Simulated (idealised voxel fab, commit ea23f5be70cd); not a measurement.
The process module presented herein is designated voxel capacitor over wiring.
The cross-section shown here is cut; it is 285 nm wide and divided into square cells measuring 5 nm on a side.
The cross-sections in this document take the form of a grid made of square cells. They are written out as bands, in order from top to bottom. Each band consists of one or more rows of cells. What a band's entry tells you: where the top is and where the bottom is, as heights in nm, and after that what lies inside, material by material from left to right, each with its width in nm. Empty space is written as the word "blank", and a single material marked with the word "all across" occupies the band from edge to edge. Measure heights from 0. That's the level where, below it, the as-received wafer is all one material. The lowest band is bottomless and extends downward; write it as in "from 0 down". So if you see something like "30->40" for the width, read it as the top row of the band sitting at the first number and the bottom row at the second, with every row in between moving by the same amount as the last. Where a step carries "remains unaltered", the cross-section came out of it unchanged, cell for cell. "Cavities, closed": empty spaces of 8 cells or more with no open way to the top, each given as width x height at distance, distance from the left edge, all in nm. It should be noted that, on the line of a given step, the content following the step's settings is a remark produced by the simulator itself with respect to that step. "overlay nm", when on a step's line for a step with a mask, measures how far to the right of its planned place the mask lay; a negative measure means to the left.

-- Process steps foreseen in the plan
1: RECEIVE with material Si
2: CONFORMAL_DEP with material SiO2, thk nm 15
3: DIRECTIONAL_DEP with material TiN, thk nm 5
4: DIRECTIONAL_DEP with material Ru, thk nm 20
5: PATTERN with tone cover, mask id METAL_1, material resist, width nm 30, pitch nm 100, thk nm 20, overlay nm 0
6: DIRECTIONAL_ETCH with etch materials Ru, depth nm 20
7: DIRECTIONAL_ETCH with etch materials TiN, depth nm 5
8: STRIP with etch materials resist
9: FILL_DEP with material SiO2, thk nm 10
10: CMP with height nm 40
11: CONFORMAL_DEP with material SiCN, thk nm 5
12: DIRECTIONAL_DEP with material lowk, thk nm 15
13: DIRECTIONAL_DEP with material aC, thk nm 15
14: PATTERN with tone open, mask id PLUG_1, material resist, width nm 15, thk nm 30, overlay nm 0
15: DIRECTIONAL_ETCH with etch materials aC, depth nm 15
16: STRIP with etch materials resist
17: DIRECTIONAL_ETCH with etch materials lowk, depth nm 15
18: DIRECTIONAL_ETCH with etch materials SiCN, depth nm 5
19: STRIP with etch materials aC
20: EPI with material Ru, thk nm 10
21: EPI with material Ru, thk nm 10
22: DIRECTIONAL_DEP with material TiN, thk nm 10
23: DIRECTIONAL_DEP with material Al2O3, thk nm 5
24: DIRECTIONAL_DEP with material TiN, thk nm 5
25: PATTERN with tone cover, mask id UPPER_PLATE, material resist, width nm 75, thk nm 15, overlay nm 0
26: DIRECTIONAL_ETCH with etch materials TiN, depth nm 5
27: DIRECTIONAL_ETCH with etch materials Al2O3, depth nm 5
28: STRIP with etch materials resist
29: MASKED_ETCH with tone cover, mask id LOWER_PLATE, width nm 85, etch materials TiN, depth nm 10, overlay nm 0
30: FILL_DEP with material SiO2, thk nm 20
31: CMP with height nm 95
32: MASKED_ETCH with tone open, mask id PLUG_2, width nm 15, etch materials SiO2, depth nm 15, overlay nm 0
33: CONFORMAL_DEP with material TiN, thk nm 5
34: FILL_DEP with material Ru, thk nm 10
35: CMP with height nm 95
36: CONFORMAL_DEP with material SiN, thk nm 5

-- Of two wafers, the first: run according to plan

-- Shown in cross-section is the wafer as received, that is, as it stands after step 1
	from 0 down = Si all across
	Cavities, closed: none

-- Presented here is a cross-section of the wafer after step 2 has been performed
	from 15 to 0 = SiO2 all across
	Anything lower than 0 is untouched.

-- Presented here is a cross-section of the wafer after step 3 has been performed
	from 20 to 15 = TiN all across
	Anything lower than 15 is untouched.

-- Presented here is a cross-section of the wafer after step 4 has been performed
	from 40 to 20 = Ru all across
	Anything lower than 20 is untouched.

-- Presented here is a cross-section of the wafer after step 5 has been performed
	from 60 to 40 = 75 of blank, 30 of resist, 70 of blank, 30 of resist, 80 of blank
	Anything lower than 40 is untouched.

-- Presented here is a cross-section of the wafer after step 6 has been performed
	from 60 to 40 = 75 of blank, 30 of resist, 70 of blank, 30 of resist, 80 of blank
	from 40 to 20 = 75 of blank, 30 of Ru, 70 of blank, 30 of Ru, 80 of blank
	Anything lower than 20 is untouched.

-- Presented here is a cross-section of the wafer after step 7 has been performed
	from 60 to 40 = 75 of blank, 30 of resist, 70 of blank, 30 of resist, 80 of blank
	from 40 to 20 = 75 of blank, 30 of Ru, 70 of blank, 30 of Ru, 80 of blank
	from 20 to 15 = 75 of blank, 30 of TiN, 70 of blank, 30 of TiN, 80 of blank
	Anything lower than 15 is untouched.

-- Presented here is a cross-section of the wafer after step 8 has been performed
	from 40 to 20 = 75 of blank, 30 of Ru, 70 of blank, 30 of Ru, 80 of blank
	Anything lower than 20 is untouched.

-- Presented here is a cross-section of the wafer after step 9 has been performed
	from 50 to 40 = SiO2 all across
	from 40 to 20 = 75 of SiO2, 30 of Ru, 70 of SiO2, 30 of Ru, 80 of SiO2
	from 20 to 15 = 75 of SiO2, 30 of TiN, 70 of SiO2, 30 of TiN, 80 of SiO2
	Anything lower than 15 is untouched.

-- Presented here is a cross-section of the wafer after step 10 has been performed
	from 40 to 20 = 75 of SiO2, 30 of Ru, 70 of SiO2, 30 of Ru, 80 of SiO2
	Anything lower than 20 is untouched.

-- Presented here is a cross-section of the wafer after step 11 has been performed
	from 45 to 40 = SiCN all across
	Anything lower than 40 is untouched.

-- Presented here is a cross-section of the wafer after step 12 has been performed
	from 60 to 45 = lowk all across
	Anything lower than 45 is untouched.

-- Presented here is a cross-section of the wafer after step 13 has been performed
	from 75 to 60 = aC all across
	Anything lower than 60 is untouched.

-- Presented here is a cross-section of the wafer after step 14 has been performed
	from 105 to 75 = 90 of resist, 15 of blank, 180 of resist
	Anything lower than 75 is untouched.

-- Presented here is a cross-section of the wafer after step 15 has been performed
	from 90 to 75 = 90 of resist, 15 of blank, 180 of resist
	from 75 to 60 = 90 of aC, 15 of blank, 180 of aC
	Anything lower than 60 is untouched.

-- Presented here is a cross-section of the wafer after step 16 has been performed
	from 75 to 60 = 90 of aC, 15 of blank, 180 of aC
	Anything lower than 60 is untouched.

-- Presented here is a cross-section of the wafer after step 17 has been performed
	from 75 to 60 = 90 of aC, 15 of blank, 180 of aC
	from 60 to 45 = 90 of lowk, 15 of blank, 180 of lowk
	Anything lower than 45 is untouched.

-- Presented here is a cross-section of the wafer after step 18 has been performed
	from 75 to 60 = 90 of aC, 15 of blank, 180 of aC
	from 60 to 45 = 90 of lowk, 15 of blank, 180 of lowk
	from 45 to 40 = 90 of SiCN, 15 of blank, 180 of SiCN
	Anything lower than 40 is untouched.

-- Presented here is a cross-section of the wafer after step 19 has been performed
	from 60 to 45 = 90 of lowk, 15 of blank, 180 of lowk
	Anything lower than 45 is untouched.

-- Presented here is a cross-section of the wafer after step 20 has been performed
	from 60 to 50 = 90 of lowk, 15 of blank, 180 of lowk
	from 50 to 45 = 90 of lowk, 15 of Ru, 180 of lowk
	from 45 to 40 = 90 of SiCN, 15 of Ru, 180 of SiCN
	Anything lower than 40 is untouched.

-- Presented here is a cross-section of the wafer after step 21 has been performed
	from 60 to 45 = 90 of lowk, 15 of Ru, 180 of lowk
	Anything lower than 45 is untouched.

-- Presented here is a cross-section of the wafer after step 22 has been performed
	from 70 to 60 = TiN all across
	Anything lower than 60 is untouched.

-- Presented here is a cross-section of the wafer after step 23 has been performed
	from 75 to 70 = Al2O3 all across
	Anything lower than 70 is untouched.

-- Presented here is a cross-section of the wafer after step 24 has been performed
	from 80 to 75 = TiN all across
	Anything lower than 75 is untouched.

-- Presented here is a cross-section of the wafer after step 25 has been performed
	from 95 to 80 = 90 of blank, 75 of resist, 120 of blank
	Anything lower than 80 is untouched.

-- Presented here is a cross-section of the wafer after step 26 has been performed
	from 95 to 80 = 90 of blank, 75 of resist, 120 of blank
	from 80 to 75 = 90 of blank, 75 of TiN, 120 of blank
	Anything lower than 75 is untouched.

-- Presented here is a cross-section of the wafer after step 27 has been performed
	from 95 to 80 = 90 of blank, 75 of resist, 120 of blank
	from 80 to 75 = 90 of blank, 75 of TiN, 120 of blank
	from 75 to 70 = 90 of blank, 75 of Al2O3, 120 of blank
	Anything lower than 70 is untouched.

-- Presented here is a cross-section of the wafer after step 28 has been performed
	from 80 to 75 = 90 of blank, 75 of TiN, 120 of blank
	Anything lower than 75 is untouched.

-- Presented here is a cross-section of the wafer after step 29 has been performed
	from 80 to 75 = 90 of blank, 75 of TiN, 120 of blank
	from 75 to 70 = 90 of blank, 75 of Al2O3, 120 of blank
	from 70 to 60 = 85 of blank, 85 of TiN, 115 of blank
	Anything lower than 60 is untouched.

-- Presented here is a cross-section of the wafer after step 30 has been performed
	from 100 to 80 = SiO2 all across
	from 80 to 75 = 90 of SiO2, 75 of TiN, 120 of SiO2
	from 75 to 70 = 90 of SiO2, 75 of Al2O3, 120 of SiO2
	from 70 to 60 = 85 of SiO2, 85 of TiN, 115 of SiO2
	Anything lower than 60 is untouched.

-- Presented here is a cross-section of the wafer after step 31 has been performed
	from 95 to 80 = SiO2 all across
	Anything lower than 80 is untouched.

-- Presented here is a cross-section of the wafer after step 32 has been performed
	from 95 to 80 = 100 of SiO2, 15 of blank, 170 of SiO2
	Anything lower than 80 is untouched.

-- Presented here is a cross-section of the wafer after step 33 has been performed
	from 100 to 95 = 105 of TiN, 5 of blank, 175 of TiN
	from 95 to 85 = 100 of SiO2, 5 of TiN, 5 of blank, 5 of TiN, 170 of SiO2
	from 85 to 75 = 100->90 of SiO2, 15->75 of TiN, 170->120 of SiO2
	Anything lower than 75 is untouched.

-- Presented here is a cross-section of the wafer after step 34 has been performed
	from 110 to 100 = Ru all across
	from 100 to 95 = 105 of TiN, 5 of Ru, 175 of TiN
	from 95 to 85 = 100 of SiO2, 5 of TiN, 5 of Ru, 5 of TiN, 170 of SiO2
	Anything lower than 85 is untouched.

-- Presented here is a cross-section of the wafer after step 35 has been performed
	from 95 to 85 = 100 of SiO2, 5 of TiN, 5 of Ru, 5 of TiN, 170 of SiO2
	Anything lower than 85 is untouched.

-- Presented here is a cross-section of the wafer after step 36 has been performed
	from 100 to 95 = SiN all across
	Anything lower than 95 is untouched.

-- Wafer two of the pair: same origin, same plan, one error during the run; identical to wafer one up to and including step 19

-- Cross-sectional view of the second wafer at the intended end time of process step 21
	from 70 to 60 = 80 of blank, 35 of Ru, 170 of blank
	from 60 to 45 = 90 of lowk, 15 of Ru, 180 of lowk
	from 45 to 40 = 90 of SiCN, 15 of Ru, 180 of SiCN
	Anything lower than 40 is untouched.

-- Cross-sectional view of the second wafer at the intended end time of process step 22
	from 80 to 70 = 80 of blank, 35 of TiN, 170 of blank
	from 70 to 60 = 80 of TiN, 35 of Ru, 170 of TiN
	Anything lower than 60 is untouched.

-- Cross-sectional view of the second wafer at the intended end time of process step 23
	from 85 to 80 = 80 of blank, 35 of Al2O3, 170 of blank
	from 80 to 75 = 80 of blank, 35 of TiN, 170 of blank
	from 75 to 70 = 80 of Al2O3, 35 of TiN, 170 of Al2O3
	Anything lower than 70 is untouched.

-- Cross-sectional view of the second wafer at the intended end time of process step 24
	from 90 to 85 = 80 of blank, 35 of TiN, 170 of blank
	from 85 to 80 = 80 of blank, 35 of Al2O3, 170 of blank
	from 80 to 75 = TiN all across
	Anything lower than 75 is untouched.

-- Cross-sectional view of the second wafer at the intended end time of process step 25
	from 105 to 90 = 90 of blank, 75 of resist, 120 of blank
	from 90 to 85 = 80 of blank, 35 of TiN, 50 of resist, 120 of blank
	from 85 to 80 = 80 of blank, 35 of Al2O3, 50 of resist, 120 of blank
	Anything lower than 80 is untouched.

-- Cross-sectional view of the second wafer at the intended end time of process step 26
	from 105 to 90 = 90 of blank, 75 of resist, 120 of blank
	from 90 to 85 = 90 of blank, 25 of TiN, 50 of resist, 120 of blank
	from 85 to 80 = 80 of blank, 35 of Al2O3, 50 of resist, 120 of blank
	from 80 to 75 = 80 of blank, 85 of TiN, 120 of blank
	Anything lower than 75 is untouched.

-- Cross-sectional view of the second wafer at the intended end time of process step 27
	from 105 to 90 = 90 of blank, 75 of resist, 120 of blank
	from 90 to 85 = 90 of blank, 25 of TiN, 50 of resist, 120 of blank
	from 85 to 80 = 90 of blank, 25 of Al2O3, 50 of resist, 120 of blank
	from 80 to 75 = 80 of blank, 85 of TiN, 120 of blank
	from 75 to 70 = 80 of blank, 35 of TiN, 50 of Al2O3, 120 of blank
	Anything lower than 70 is untouched.

-- Cross-sectional view of the second wafer at the intended end time of process step 28
	from 90 to 85 = 90 of blank, 25 of TiN, 170 of blank
	from 85 to 80 = 90 of blank, 25 of Al2O3, 170 of blank
	Anything lower than 80 is untouched.

-- Cross-sectional view of the second wafer at the intended end time of process step 29
	from 90 to 85 = 90 of blank, 25 of TiN, 170 of blank
	from 85 to 80 = 90 of blank, 25 of Al2O3, 170 of blank
	from 80 to 75 = 85 of blank, 80 of TiN, 120 of blank
	from 75 to 70 = 85 of blank, 30 of TiN, 50 of Al2O3, 120 of blank
	from 70 to 60 = 80 of blank, 35 of Ru, 55 of TiN, 115 of blank
	Anything lower than 60 is untouched.

-- Cross-sectional view of the second wafer at the intended end time of process step 30
	from 110 to 90 = SiO2 all across
	from 90 to 85 = 90 of SiO2, 25 of TiN, 170 of SiO2
	from 85 to 80 = 90 of SiO2, 25 of Al2O3, 170 of SiO2
	from 80 to 75 = 85 of SiO2, 80 of TiN, 120 of SiO2
	from 75 to 70 = 85 of SiO2, 30 of TiN, 50 of Al2O3, 120 of SiO2
	from 70 to 60 = 80 of SiO2, 35 of Ru, 55 of TiN, 115 of SiO2
	Anything lower than 60 is untouched.

-- Cross-sectional view of the second wafer at the intended end time of process step 31
	from 95 to 90 = SiO2 all across
	Anything lower than 90 is untouched.

-- Cross-sectional view of the second wafer at the intended end time of process step 32
	from 95 to 90 = 100 of SiO2, 15 of blank, 170 of SiO2
	Anything lower than 90 is untouched.

-- Cross-sectional view of the second wafer at the intended end time of process step 33
	from 100 to 95 = 105 of TiN, 5 of blank, 175 of TiN
	from 95 to 85 = 100->90 of SiO2, 15->25 of TiN, 170 of SiO2
	Anything lower than 85 is untouched.

-- Cross-sectional view of the second wafer at the intended end time of process step 34
	from 110 to 100 = Ru all across
	from 100 to 95 = 105 of TiN, 5 of Ru, 175 of TiN
	Anything lower than 95 is untouched.

-- Cross-sectional view of the second wafer at the intended end time of process step 35
	from 95 to 85 = 100->90 of SiO2, 15->25 of TiN, 170 of SiO2
	Anything lower than 85 is untouched.

-- Cross-sectional view of the second wafer at the intended end time of process step 36
	from 100 to 95 = SiN all across
	Anything lower than 95 is untouched.
Deviation from plan: one of steps 20 and 21 got run twice, and since they're all the same there's no telling which
Per the end-of-run cell counts, the second wafer holds more or fewer of some materials than the first: 12 more of Ru | 8 fewer of SiO2 | 4 fewer of TiN
